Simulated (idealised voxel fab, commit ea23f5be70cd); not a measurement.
voxel capacitor over wiring: a process module
The width of the displayed cross-section, cut, is 200 nm; its cells are square, with a size of 5 nm.
Cross-section = grid of square cells, listed top down in bands; band = one or more rows. It is stipulated that each band's entry specify, in nanometres, the height of the top of the band and then that of its bottom, followed by the materials of the band in left-to-right sequence, each together with its width in nanometres. A single material marked by the word "all across" is understood to fill the band from edge to edge; the word "empty" is understood to denote empty space. We count height from 0. Below that, the starting wafer is all one material. The lowest band never ends at the bottom but goes on down; see "0..down" for how that is written. Top row gets the first number, bottom row gets the second, and each row in between changes by the same step: that is how a band width like "30 to 40" works. Reading "no modification" for a step: not a cell of the cross-section changed in it. Each empty space that has no open way to the top and spans at least 8 cells appears under "Trapped void list" as width x height at distance, the distance counted from the left edge, all in nm. Anything after a step's settings on that line? It's the simulator's own note about the step. "overlay nm" answers the question of how far to the right of plan the mask lay on a step that has a mask, and when it is negative the answer is to the left.

PLAN
1. RECEIVE (material Si)
2. CONFORMAL_DEP (material SiO2; thk nm 15)
3. DIRECTIONAL_DEP (material TiN; thk nm 5)
4. DIRECTIONAL_DEP (material Ru; thk nm 20)
5. DIRECTIONAL_DEP (material aC; thk nm 10)
6. PATTERN (tone cover; mask id METAL_1; material resist; width nm 30; pitch nm 100; thk nm 25; overlay nm 0)
7. DIRECTIONAL_ETCH (etch materials aC; depth nm 10)
8. STRIP (etch materials resist)
9. DIRECTIONAL_ETCH (etch materials Ru; depth nm 20)
10. DIRECTIONAL_ETCH (etch materials TiN; depth nm 5)
11. STRIP (etch materials aC)
12. FILL_DEP (material lowk; thk nm 10)
13. CMP (height nm 40)
14. CONFORMAL_DEP (material SiCN; thk nm 5)
15. DIRECTIONAL_DEP (material lowk; thk nm 15)
16. DIRECTIONAL_DEP (material aC; thk nm 15)
17. PATTERN (tone open; mask id PLUG_1; material resist; width nm 15; thk nm 35; overlay nm 0)
18. DIRECTIONAL_ETCH (etch materials aC; depth nm 15)
19. STRIP (etch materials resist)
20. DIRECTIONAL_ETCH (etch materials lowk; depth nm 15)
21. DIRECTIONAL_ETCH (etch materials SiCN; depth nm 5)
22. STRIP (etch materials aC)
23. EPI (material Ru; thk nm 10)
24. EPI (material Ru; thk nm 10)
25. DIRECTIONAL_DEP (material TiN; thk nm 10)
26. DIRECTIONAL_DEP (material Al2O3; thk nm 5)
27. DIRECTIONAL_DEP (material TiN; thk nm 5)
28. PATTERN (tone cover; mask id UPPER_PLATE; material resist; width nm 75; thk nm 15; overlay nm 0)
29. DIRECTIONAL_ETCH (etch materials TiN; depth nm 5)
30. DIRECTIONAL_ETCH (etch materials Al2O3; depth nm 5)
31. STRIP (etch materials resist)
32. DIRECTIONAL_DEP (material aC; thk nm 10)
33. PATTERN (tone cover; mask id LOWER_PLATE; material resist; width nm 85; thk nm 25; overlay nm 0)
34. DIRECTIONAL_ETCH (etch materials aC; depth nm 10)
35. STRIP (etch materials resist)
36. DIRECTIONAL_ETCH (etch materials TiN; depth nm 10)
37. STRIP (etch materials aC)
38. FILL_DEP (material SiO2; thk nm 15)
39. CMP (height nm 90)
40. DIRECTIONAL_DEP (material aC; thk nm 15)
41. PATTERN (tone open; mask id PLUG_2; material resist; width nm 15; thk nm 30; overlay nm 0)
42. DIRECTIONAL_ETCH (etch materials aC; depth nm 15)
43. STRIP (etch materials resist)
44. DIRECTIONAL_ETCH (etch materials SiO2; depth nm 10)
45. STRIP (etch materials aC)
46. CONFORMAL_DEP (material TiN; thk nm 5)
47. FILL_DEP (material Ru; thk nm 10)
48. CMP (height nm 90)
49. CONFORMAL_DEP (material SiCN; thk nm 5)

FIRST WAFER OF TWO (RUN AS PLANNED)

WAFER CROSS-SECTION ON RECEIPT, I.E. AFTER STEP 1
- 0..down  Si all across
- Trapped void list: none

AFTER STEP 2: WAFER CROSS-SECTION
- 15..0  SiO2 all across
- Anything lower than 0 is untouched.

AFTER STEP 3: WAFER CROSS-SECTION
- 20..15  TiN all across
- Anything lower than 15 is untouched.

AFTER STEP 4: WAFER CROSS-SECTION
- 40..20  Ru all across
- Anything lower than 20 is untouched.

AFTER STEP 5: WAFER CROSS-SECTION
- 50..40  aC all across
- Anything lower than 40 is untouched.

AFTER STEP 6: WAFER CROSS-SECTION
- 75..50  35 nm empty / 30 nm resist / 70 nm empty / 30 nm resist / 35 nm empty
- Anything lower than 50 is untouched.

AFTER STEP 7: WAFER CROSS-SECTION
- 65..50  35 nm empty / 30 nm resist / 70 nm empty / 30 nm resist / 35 nm empty
- 50..40  35 nm empty / 30 nm aC / 70 nm empty / 30 nm aC / 35 nm empty
- Anything lower than 40 is untouched.

AFTER STEP 8: WAFER CROSS-SECTION
- 50..40  35 nm empty / 30 nm aC / 70 nm empty / 30 nm aC / 35 nm empty
- Anything lower than 40 is untouched.

AFTER STEP 9: WAFER CROSS-SECTION
- 50..40  35 nm empty / 30 nm aC / 70 nm empty / 30 nm aC / 35 nm empty
- 40..20  35 nm empty / 30 nm Ru / 70 nm empty / 30 nm Ru / 35 nm empty
- Anything lower than 20 is untouched.

AFTER STEP 10: WAFER CROSS-SECTION
- 50..40  35 nm empty / 30 nm aC / 70 nm empty / 30 nm aC / 35 nm empty
- 40..20  35 nm empty / 30 nm Ru / 70 nm empty / 30 nm Ru / 35 nm empty
- 20..15  35 nm empty / 30 nm TiN / 70 nm empty / 30 nm TiN / 35 nm empty
- Anything lower than 15 is untouched.

AFTER STEP 11: WAFER CROSS-SECTION
- 40..20  35 nm empty / 30 nm Ru / 70 nm empty / 30 nm Ru / 35 nm empty
- Anything lower than 20 is untouched.

AFTER STEP 12: WAFER CROSS-SECTION
- 50..40  lowk all across
- 40..20  35 nm lowk / 30 nm Ru / 70 nm lowk / 30 nm Ru / 35 nm lowk
- 20..15  35 nm lowk / 30 nm TiN / 70 nm lowk / 30 nm TiN / 35 nm lowk
- Anything lower than 15 is untouched.

AFTER STEP 13: WAFER CROSS-SECTION
- 40..20  35 nm lowk / 30 nm Ru / 70 nm lowk / 30 nm Ru / 35 nm lowk
- Anything lower than 20 is untouched.

AFTER STEP 14: WAFER CROSS-SECTION
- 45..40  SiCN all across
- Anything lower than 40 is untouched.

AFTER STEP 15: WAFER CROSS-SECTION
- 60..45  lowk all across
- Anything lower than 45 is untouched.

AFTER STEP 16: WAFER CROSS-SECTION
- 75..60  aC all across
- Anything lower than 60 is untouched.

AFTER STEP 17: WAFER CROSS-SECTION
- 110..75  50 nm resist / 15 nm empty / 135 nm resist
- Anything lower than 75 is untouched.

AFTER STEP 18: WAFER CROSS-SECTION
- 95..75  50 nm resist / 15 nm empty / 135 nm resist
- 75..60  50 nm aC / 15 nm empty / 135 nm aC
- Anything lower than 60 is untouched.

AFTER STEP 19: WAFER CROSS-SECTION
- 75..60  50 nm aC / 15 nm empty / 135 nm aC
- Anything lower than 60 is untouched.

AFTER STEP 20: WAFER CROSS-SECTION
- 75..60  50 nm aC / 15 nm empty / 135 nm aC
- 60..45  50 nm lowk / 15 nm empty / 135 nm lowk
- Anything lower than 45 is untouched.

AFTER STEP 21: WAFER CROSS-SECTION
- 75..60  50 nm aC / 15 nm empty / 135 nm aC
- 60..45  50 nm lowk / 15 nm empty / 135 nm lowk
- 45..40  50 nm SiCN / 15 nm empty / 135 nm SiCN
- Anything lower than 40 is untouched.

AFTER STEP 22: WAFER CROSS-SECTION
- 60..45  50 nm lowk / 15 nm empty / 135 nm lowk
- Anything lower than 45 is untouched.

AFTER STEP 23: WAFER CROSS-SECTION
- 60..50  50 nm lowk / 15 nm empty / 135 nm lowk
- 50..45  50 nm lowk / 15 nm Ru / 135 nm lowk
- 45..40  50 nm SiCN / 15 nm Ru / 135 nm SiCN
- Anything lower than 40 is untouched.

AFTER STEP 24: WAFER CROSS-SECTION
- 60..45  50 nm lowk / 15 nm Ru / 135 nm lowk
- Anything lower than 45 is untouched.

AFTER STEP 25: WAFER CROSS-SECTION
- 70..60  TiN all across
- Anything lower than 60 is untouched.

AFTER STEP 26: WAFER CROSS-SECTION
- 75..70  Al2O3 all across
- Anything lower than 70 is untouched.

AFTER STEP 27: WAFER CROSS-SECTION
- 80..75  TiN all across
- Anything lower than 75 is untouched.

AFTER STEP 28: WAFER CROSS-SECTION
- 95..80  50 nm empty / 75 nm resist / 75 nm empty
- Anything lower than 80 is untouched.

AFTER STEP 29: WAFER CROSS-SECTION
- 95..80  50 nm empty / 75 nm resist / 75 nm empty
- 80..75  50 nm empty / 75 nm TiN / 75 nm empty
- Anything lower than 75 is untouched.

AFTER STEP 30: WAFER CROSS-SECTION
- 95..80  50 nm empty / 75 nm resist / 75 nm empty
- 80..75  50 nm empty / 75 nm TiN / 75 nm empty
- 75..70  50 nm empty / 75 nm Al2O3 / 75 nm empty
- Anything lower than 70 is untouched.

AFTER STEP 31: WAFER CROSS-SECTION
- 80..75  50 nm empty / 75 nm TiN / 75 nm empty
- Anything lower than 75 is untouched.

AFTER STEP 32: WAFER CROSS-SECTION
- 90..80  50 nm empty / 75 nm aC / 75 nm empty
- 80..75  50 nm aC / 75 nm TiN / 75 nm aC
- 75..70  50 nm aC / 75 nm Al2O3 / 75 nm aC
- Anything lower than 70 is untouched.

AFTER STEP 33: WAFER CROSS-SECTION
- 115..90  45 nm empty / 85 nm resist / 70 nm empty
- 90..80  45 nm empty / 5 nm resist / 75 nm aC / 5 nm resist / 70 nm empty
- Anything lower than 80 is untouched.

AFTER STEP 34: WAFER CROSS-SECTION
- 105..90  45 nm empty / 85 nm resist / 70 nm empty
- 90..80  45 nm empty / 5 nm resist / 75 nm aC / 5 nm resist / 70 nm empty
- 80..75  45 nm empty / 5 nm aC / 75 nm TiN / 5 nm aC / 70 nm empty
- 75..70  45 nm empty / 5 nm aC / 75 nm Al2O3 / 5 nm aC / 70 nm empty
- Anything lower than 70 is untouched.

AFTER STEP 35: WAFER CROSS-SECTION
- 90..80  50 nm empty / 75 nm aC / 75 nm empty
- Anything lower than 80 is untouched.

AFTER STEP 36: WAFER CROSS-SECTION
- 90..80  50 nm empty / 75 nm aC / 75 nm empty
- 80..75  45 nm empty / 5 nm aC / 75 nm TiN / 5 nm aC / 70 nm empty
- 75..70  45 nm empty / 5 nm aC / 75 nm Al2O3 / 5 nm aC / 70 nm empty
- 70..60  45 nm empty / 85 nm TiN / 70 nm empty
- Anything lower than 60 is untouched.

AFTER STEP 37: WAFER CROSS-SECTION
- 80..75  50 nm empty / 75 nm TiN / 75 nm empty
- 75..70  50 nm empty / 75 nm Al2O3 / 75 nm empty
- Anything lower than 70 is untouched.

AFTER STEP 38: WAFER CROSS-SECTION
- 95..80  SiO2 all across
- 80..75  50 nm SiO2 / 75 nm TiN / 75 nm SiO2
- 75..70  50 nm SiO2 / 75 nm Al2O3 / 75 nm SiO2
- 70..60  45 nm SiO2 / 85 nm TiN / 70 nm SiO2
- Anything lower than 60 is untouched.

AFTER STEP 39: WAFER CROSS-SECTION
- 90..80  SiO2 all across
- Anything lower than 80 is untouched.

AFTER STEP 40: WAFER CROSS-SECTION
- 105..90  aC all across
- Anything lower than 90 is untouched.

AFTER STEP 41: WAFER CROSS-SECTION
- 135..105  60 nm resist / 15 nm empty / 125 nm resist
- Anything lower than 105 is untouched.

AFTER STEP 42: WAFER CROSS-SECTION
- 120..105  60 nm resist / 15 nm empty / 125 nm resist
- 105..90  60 nm aC / 15 nm empty / 125 nm aC
- Anything lower than 90 is untouched.

AFTER STEP 43: WAFER CROSS-SECTION
- 105..90  60 nm aC / 15 nm empty / 125 nm aC
- Anything lower than 90 is untouched.

AFTER STEP 44: WAFER CROSS-SECTION
- 105..90  60 nm aC / 15 nm empty / 125 nm aC
- 90..80  60 nm SiO2 / 15 nm empty / 125 nm SiO2
- Anything lower than 80 is untouched.

AFTER STEP 45: WAFER CROSS-SECTION
- 90..80  60 nm SiO2 / 15 nm empty / 125 nm SiO2
- Anything lower than 80 is untouched.

AFTER STEP 46: WAFER CROSS-SECTION
- 95..90  65 nm TiN / 5 nm empty / 130 nm TiN
- 90..85  60 nm SiO2 / 5 nm TiN / 5 nm empty / 5 nm TiN / 125 nm SiO2
- 85..75  60 to 50 nm SiO2 / 15 to 75 nm TiN / 125 to 75 nm SiO2
- Anything lower than 75 is untouched.

AFTER STEP 47: WAFER CROSS-SECTION
- 105..95  Ru all across
- 95..90  65 nm TiN / 5 nm Ru / 130 nm TiN
- 90..85  60 nm SiO2 / 5 nm TiN / 5 nm Ru / 5 nm TiN / 125 nm SiO2
- Anything lower than 85 is untouched.

AFTER STEP 48: WAFER CROSS-SECTION
- 90..85  60 nm SiO2 / 5 nm TiN / 5 nm Ru / 5 nm TiN / 125 nm SiO2
- Anything lower than 85 is untouched.

AFTER STEP 49: WAFER CROSS-SECTION
- 95..90  SiCN all across
- Anything lower than 90 is untouched.

THE SECOND WAFER WAS PREPARED FROM THE SAME STARTING POINT AND UNDER THE SAME PLAN AS THE FIRST; ITS PROCESSING CONTAINED ONE MISTAKE, AND IT REMAINS INDISTINGUISHABLE FROM THE FIRST WAFER UP TO AND INCLUDING STEP 47

HERE IS THE SECOND WAFER IN CROSS-SECTION AT THE POINT WHERE STEP 48 OF THE PLAN SHOULD HAVE BEEN DONE
- 85..75  60 to 50 nm SiO2 / 15 to 75 nm TiN / 125 to 75 nm SiO2
- Anything lower than 75 is untouched.

HERE IS THE SECOND WAFER IN CROSS-SECTION AT THE POINT WHERE STEP 49 OF THE PLAN SHOULD HAVE BEEN DONE
- 90..85  SiCN all across
- Anything lower than 85 is untouched.
It is concluded that the wafer was processed incorrectly with respect to the plan, in that step 48 changed vs plan, executed as CMP (height nm 85)
Final difference in cells, second wafer against first, listed per material as more or fewer: 1 fewer of Ru; 37 fewer of SiO2; 2 fewer of TiN
